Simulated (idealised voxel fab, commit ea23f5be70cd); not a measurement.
Proc. module: voxel self aligned vias
Square cells of 5 nm make up the cross-section cut, whose width is 235 nm.
When this document writes out a cross-section, it uses a grid of square cells and lists it as bands, beginning at the top and moving down, with a band standing for one or more rows of cells. For a band, the entry starts with two heights in nm, that of the top and then that of the bottom, and carries on with the band's materials in order from left to right, each alongside its width in nm; the word "everywhere" beside a single material means it fills the band edge to edge, and "air" means empty space. Note: height 0 marks the level under which the wafer is uniformly one material as received. Lowest band unbounded below, written "0 nm and below". When a width is written as two numbers, as in "30->40", the first number is the width in the top row of cells of the band and the second is the width in its bottom row, and the width changes by the same amount from each row to the next. The designation "no alteration", where it is given for a processing step, indicates that no cell of the cross-section was altered in the course of that step. For the entry "Enclosed cavities", the listed items are empty spaces with no open way to the top whose size is 8 cells or more; each item follows the pattern width x height at distance, where distance is from the left edge and all three are in nm. That trailing text on a step's line, after the settings, is the simulator's own remark on the step. A step's line can hold "overlay nm"; with a mask on that step, the setting says how far right of the planned place the mask lay, while a negative setting says it lay to the left.

**Intended process steps**
1. op RECEIVE | material Si
2. op CONFORMAL_DEP | material SiO2 | thk nm 10
3. op CONFORMAL_DEP | material SiCN | thk nm 5
4. op DIRECTIONAL_DEP | material lowk | thk nm 25
5. op DIRECTIONAL_DEP | material aC | thk nm 15
6. op PATTERN | tone open | mask id LINES | material resist | width nm 20 | pitch nm 50 | thk nm 35 | overlay nm 0
7. op DIRECTIONAL_ETCH | etch materials aC | depth nm 15
8. op STRIP | etch materials resist
9. op DIRECTIONAL_ETCH | etch materials lowk | depth nm 25
10. op STRIP | etch materials aC
11. op CONFORMAL_DEP | material TiN | thk nm 5
12. op FILL_DEP | material Ru | thk nm 5
13. op CMP | height nm 40
14. op SELECTIVE_ETCH | etch materials W Ru TiN | depth nm 5
15. op FILL_DEP | material SiN | thk nm 5
16. op CMP | height nm 40
17. op DIRECTIONAL_DEP | material lowk | thk nm 20
18. op DIRECTIONAL_DEP | material aC | thk nm 15
19. op PATTERN | tone open | mask id VIAS | material resist | width nm 30 | thk nm 30 | overlay nm 0
20. op DIRECTIONAL_ETCH | etch materials aC | depth nm 15
21. op STRIP | etch materials resist
22. op DIRECTIONAL_ETCH | etch materials lowk | depth nm 20
23. op DIRECTIONAL_ETCH | etch materials SiN | depth nm 5
24. op STRIP | etch materials aC
25. op CONFORMAL_DEP | material TiN | thk nm 5
26. op FILL_DEP | material Ru | thk nm 5
27. op CMP | height nm 60
28. op CONFORMAL_DEP | material SiCN | thk nm 5

**First of two wafers, with the run carried out as planned**

**So this is the incoming wafer in cross-section - it's already been through step 1**
    0 nm and below: Si everywhere
    Enclosed cavities: none

**The wafer, seen in cross-section, after step 2**
    10 nm to 0 nm: SiO2 everywhere
    At heights below 0, the structure remains unaltered.

**The wafer, seen in cross-section, after step 3**
    15 nm to 10 nm: SiCN everywhere
    At heights below 10, the structure remains unaltered.

**The wafer, seen in cross-section, after step 4**
    40 nm to 15 nm: lowk everywhere
    At heights below 15, the structure remains unaltered.

**The wafer, seen in cross-section, after step 5**
    55 nm to 40 nm: aC everywhere
    At heights below 40, the structure remains unaltered.

**The wafer, seen in cross-section, after step 6**
    90 nm to 55 nm: resist: 80  air: 20  resist: 30  air: 20  resist: 85
    At heights below 55, the structure remains unaltered.

**The wafer, seen in cross-section, after step 7**
    75 nm to 55 nm: resist: 80  air: 20  resist: 30  air: 20  resist: 85
    55 nm to 40 nm: aC: 80  air: 20  aC: 30  air: 20  aC: 85
    At heights below 40, the structure remains unaltered.

**The wafer, seen in cross-section, after step 8**
    55 nm to 40 nm: aC: 80  air: 20  aC: 30  air: 20  aC: 85
    At heights below 40, the structure remains unaltered.

**The wafer, seen in cross-section, after step 9**
    55 nm to 40 nm: aC: 80  air: 20  aC: 30  air: 20  aC: 85
    40 nm to 15 nm: lowk: 80  air: 20  lowk: 30  air: 20  lowk: 85
    At heights below 15, the structure remains unaltered.

**The wafer, seen in cross-section, after step 10**
    40 nm to 15 nm: lowk: 80  air: 20  lowk: 30  air: 20  lowk: 85
    At heights below 15, the structure remains unaltered.

**The wafer, seen in cross-section, after step 11**
    45 nm to 40 nm: TiN: 85  air: 10  TiN: 40  air: 10  TiN: 90
    40 nm to 20 nm: lowk: 80  TiN: 5  air: 10  TiN: 5  lowk: 30  TiN: 5  air: 10  TiN: 5  lowk: 85
    20 nm to 15 nm: lowk: 80  TiN: 20  lowk: 30  TiN: 20  lowk: 85
    At heights below 15, the structure remains unaltered.

**The wafer, seen in cross-section, after step 12**
    50 nm to 45 nm: Ru everywhere
    45 nm to 40 nm: TiN: 85  Ru: 10  TiN: 40  Ru: 10  TiN: 90
    40 nm to 20 nm: lowk: 80  TiN: 5  Ru: 10  TiN: 5  lowk: 30  TiN: 5  Ru: 10  TiN: 5  lowk: 85
    At heights below 20, the structure remains unaltered.

**The wafer, seen in cross-section, after step 13**
    40 nm to 20 nm: lowk: 80  TiN: 5  Ru: 10  TiN: 5  lowk: 30  TiN: 5  Ru: 10  TiN: 5  lowk: 85
    At heights below 20, the structure remains unaltered.

**The wafer, seen in cross-section, after step 14**
    40 nm to 35 nm: lowk: 80  air: 20  lowk: 30  air: 20  lowk: 85
    At heights below 35, the structure remains unaltered.

**The wafer, seen in cross-section, after step 15**
    45 nm to 40 nm: SiN everywhere
    40 nm to 35 nm: lowk: 80  SiN: 20  lowk: 30  SiN: 20  lowk: 85
    At heights below 35, the structure remains unaltered.

**The wafer, seen in cross-section, after step 16**
    40 nm to 35 nm: lowk: 80  SiN: 20  lowk: 30  SiN: 20  lowk: 85
    At heights below 35, the structure remains unaltered.

**The wafer, seen in cross-section, after step 17**
    60 nm to 40 nm: lowk everywhere
    At heights below 40, the structure remains unaltered.

**The wafer, seen in cross-section, after step 18**
    75 nm to 60 nm: aC everywhere
    At heights below 60, the structure remains unaltered.

**The wafer, seen in cross-section, after step 19**
    105 nm to 75 nm: resist: 75  air: 30  resist: 130
    At heights below 75, the structure remains unaltered.

**The wafer, seen in cross-section, after step 20**
    90 nm to 75 nm: resist: 75  air: 30  resist: 130
    75 nm to 60 nm: aC: 75  air: 30  aC: 130
    At heights below 60, the structure remains unaltered.

**The wafer, seen in cross-section, after step 21**
    75 nm to 60 nm: aC: 75  air: 30  aC: 130
    At heights below 60, the structure remains unaltered.

**The wafer, seen in cross-section, after step 22**
    75 nm to 60 nm: aC: 75  air: 30  aC: 130
    60 nm to 40 nm: lowk: 75  air: 30  lowk: 130
    At heights below 40, the structure remains unaltered.

**The wafer, seen in cross-section, after step 23**
    75 nm to 60 nm: aC: 75  air: 30  aC: 130
    60 nm to 40 nm: lowk: 75  air: 30  lowk: 130
    40 nm to 35 nm: lowk: 80  air: 20  lowk: 30  SiN: 20  lowk: 85
    At heights below 35, the structure remains unaltered.

**The wafer, seen in cross-section, after step 24**
    60 nm to 40 nm: lowk: 75  air: 30  lowk: 130
    At heights below 40, the structure remains unaltered.

**The wafer, seen in cross-section, after step 25**
    65 nm to 60 nm: TiN: 80  air: 20  TiN: 135
    60 nm to 45 nm: lowk: 75  TiN: 5  air: 20  TiN: 5  lowk: 130
    45 nm to 40 nm: lowk: 75  TiN: 10  air: 10  TiN: 10  lowk: 130
    40 nm to 35 nm: lowk: 80  TiN: 20  lowk: 30  SiN: 20  lowk: 85
    At heights below 35, the structure remains unaltered.

**The wafer, seen in cross-section, after step 26**
    70 nm to 65 nm: Ru everywhere
    65 nm to 60 nm: TiN: 80  Ru: 20  TiN: 135
    60 nm to 45 nm: lowk: 75  TiN: 5  Ru: 20  TiN: 5  lowk: 130
    45 nm to 40 nm: lowk: 75  TiN: 10  Ru: 10  TiN: 10  lowk: 130
    At heights below 40, the structure remains unaltered.

**The wafer, seen in cross-section, after step 27**
    60 nm to 45 nm: lowk: 75  TiN: 5  Ru: 20  TiN: 5  lowk: 130
    At heights below 45, the structure remains unaltered.

**The wafer, seen in cross-section, after step 28**
    65 nm to 60 nm: SiCN everywhere
    At heights below 60, the structure remains unaltered.

**The second wafer was prepared from the same starting point and under the same plan as the first; its processing contained one mistake, and it remains indistinguishable from the first wafer up to and including step 3**

**The second wafer cut through, at the time step 4 was supposed to be finished**
    40 nm to 15 nm: SiN everywhere
    At heights below 15, the structure remains unaltered.

**The second wafer cut through, at the time step 5 was supposed to be finished**
    55 nm to 40 nm: aC everywhere
    At heights below 40, the structure remains unaltered.

**The second wafer cut through, at the time step 6 was supposed to be finished**
    90 nm to 55 nm: resist: 80  air: 20  resist: 30  air: 20  resist: 85
    At heights below 55, the structure remains unaltered.

**The second wafer cut through, at the time step 7 was supposed to be finished**
    75 nm to 55 nm: resist: 80  air: 20  resist: 30  air: 20  resist: 85
    55 nm to 40 nm: aC: 80  air: 20  aC: 30  air: 20  aC: 85
    At heights below 40, the structure remains unaltered.

**The second wafer cut through, at the time step 8 was supposed to be finished**
    55 nm to 40 nm: aC: 80  air: 20  aC: 30  air: 20  aC: 85
    At heights below 40, the structure remains unaltered.

The second wafer cut through, at the time step 9 was supposed to be finished: no alteration

**The second wafer cut through, at the time step 10 was supposed to be finished**
    40 nm to 15 nm: SiN everywhere
    At heights below 15, the structure remains unaltered.

**The second wafer cut through, at the time step 11 was supposed to be finished**
    45 nm to 40 nm: TiN everywhere
    At heights below 40, the structure remains unaltered.

**The second wafer cut through, at the time step 12 was supposed to be finished**
    50 nm to 45 nm: Ru everywhere
    At heights below 45, the structure remains unaltered.

**The second wafer cut through, at the time step 13 was supposed to be finished**
    40 nm to 15 nm: SiN everywhere
    At heights below 15, the structure remains unaltered.

The second wafer cut through, at the time step 14 was supposed to be finished: no alteration

**The second wafer cut through, at the time step 15 was supposed to be finished**
    45 nm to 15 nm: SiN everywhere
    At heights below 15, the structure remains unaltered.

**The second wafer cut through, at the time step 16 was supposed to be finished**
    40 nm to 15 nm: SiN everywhere
    At heights below 15, the structure remains unaltered.

**The second wafer cut through, at the time step 17 was supposed to be finished**
    60 nm to 40 nm: lowk everywhere
    At heights below 40, the structure remains unaltered.

**The second wafer cut through, at the time step 18 was supposed to be finished**
    75 nm to 60 nm: aC everywhere
    At heights below 60, the structure remains unaltered.

**The second wafer cut through, at the time step 19 was supposed to be finished**
    105 nm to 75 nm: resist: 75  air: 30  resist: 130
    At heights below 75, the structure remains unaltered.

**The second wafer cut through, at the time step 20 was supposed to be finished**
    90 nm to 75 nm: resist: 75  air: 30  resist: 130
    75 nm to 60 nm: aC: 75  air: 30  aC: 130
    At heights below 60, the structure remains unaltered.

**The second wafer cut through, at the time step 21 was supposed to be finished**
    75 nm to 60 nm: aC: 75  air: 30  aC: 130
    At heights below 60, the structure remains unaltered.

**The second wafer cut through, at the time step 22 was supposed to be finished**
    75 nm to 60 nm: aC: 75  air: 30  aC: 130
    60 nm to 40 nm: lowk: 75  air: 30  lowk: 130
    At heights below 40, the structure remains unaltered.

**The second wafer cut through, at the time step 23 was supposed to be finished**
    75 nm to 60 nm: aC: 75  air: 30  aC: 130
    60 nm to 40 nm: lowk: 75  air: 30  lowk: 130
    40 nm to 35 nm: SiN: 75  air: 30  SiN: 130
    At heights below 35, the structure remains unaltered.

**The second wafer cut through, at the time step 24 was supposed to be finished**
    60 nm to 40 nm: lowk: 75  air: 30  lowk: 130
    At heights below 40, the structure remains unaltered.

**The second wafer cut through, at the time step 25 was supposed to be finished**
    65 nm to 60 nm: TiN: 80  air: 20  TiN: 135
    60 nm to 40 nm: lowk: 75  TiN: 5  air: 20  TiN: 5  lowk: 130
    40 nm to 35 nm: SiN: 75  TiN: 30  SiN: 130
    At heights below 35, the structure remains unaltered.

**The second wafer cut through, at the time step 26 was supposed to be finished**
    70 nm to 65 nm: Ru everywhere
    65 nm to 60 nm: TiN: 80  Ru: 20  TiN: 135
    60 nm to 40 nm: lowk: 75  TiN: 5  Ru: 20  TiN: 5  lowk: 130
    At heights below 40, the structure remains unaltered.

**The second wafer cut through, at the time step 27 was supposed to be finished**
    60 nm to 40 nm: lowk: 75  TiN: 5  Ru: 20  TiN: 5  lowk: 130
    At heights below 40, the structure remains unaltered.

**The second wafer cut through, at the time step 28 was supposed to be finished**
    65 nm to 60 nm: SiCN everywhere
    At heights below 60, the structure remains unaltered.
Processing error: step 4 ran with different settings than intended, the actual operation and settings being op DIRECTIONAL_DEP | material SiN | thk nm 25
Heads up, by the end the second wafer has more or fewer cells of some materials compared to the first: Ru -10 | SiN +225 | TiN -20 | lowk -195
